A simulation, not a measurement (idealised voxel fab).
Name of the process module below: voxel spacer lines
For reference, the cross-section in this document is cut, with width 225 nm and square cells of 5 nm.
Heads up, the way a cross-section reads in here is a grid of square cells, handed over as bands from the top down, with every band being one or more rows of cells. This entry defines a band. It first specifies the height of the band's top and the height of its bottom in nm, and then specifies the band's materials from left to right, stating each material with its width in nm. The word "full width" identifies a single material that fills the band from edge to edge, while the word "blank" identifies empty space. The reference from which all heights are counted is 0, the level beneath which the as-received wafer is entirely one material; the lowest band, having no lower bound, proceeds downward and is written after the example "0 down". Quick explanation for "30->40": the width changes in equal steps down the rows of cells, from the first number in the band's top row to the second number in its bottom row. "remains unaltered" means the step left every cell of the cross-section as it was. "Closed empty spaces" means: voids of 8 cells or more that are shut off from the top with no open way through. Written width x height at distance, distance from the left edge, in nm. On a step's line, text after the settings is the simulator commenting on that step. A step's line can hold "overlay nm"; with a mask on that step, the setting says how far right of the planned place the mask lay, while a negative setting says it lay to the left.

**Here's what the planned process steps look like**
1: RECEIVE, material Si
2: CONFORMAL_DEP, material Al2O3, thk nm 10
3: DIRECTIONAL_DEP, material TiN, thk nm 10
4: DIRECTIONAL_DEP, material polySi, thk nm 30
5: PATTERN, tone cover, mask id MANDREL, material resist, width nm 25, pitch nm 70, thk nm 40, overlay nm 0
6: DIRECTIONAL_ETCH, etch materials polySi, depth nm 30
7: STRIP, etch materials resist
8: CONFORMAL_DEP, material SiO2, thk nm 10
9: DIRECTIONAL_ETCH, etch materials SiO2, depth nm 10
10: STRIP, etch materials polySi
11: DIRECTIONAL_ETCH, etch materials TiN, depth nm 10
12: STRIP, etch materials SiO2

**The cross-section here shows the wafer as received, i.e. in its state after step 1**
    0 down  Si full width
    Closed empty spaces: none

**Here's the wafer cut in cross-section after the module, started and planned just like above, except one thing was done wrong in the run**
    40 to 10  TiN full width
    10 to 0  Al2O3 full width
    0 down  Si full width
    Closed empty spaces: none
Nonconformance to the process plan: for step 4, the planned setting was not used; the step was instead run as DIRECTIONAL_DEP, material TiN, thk nm 30
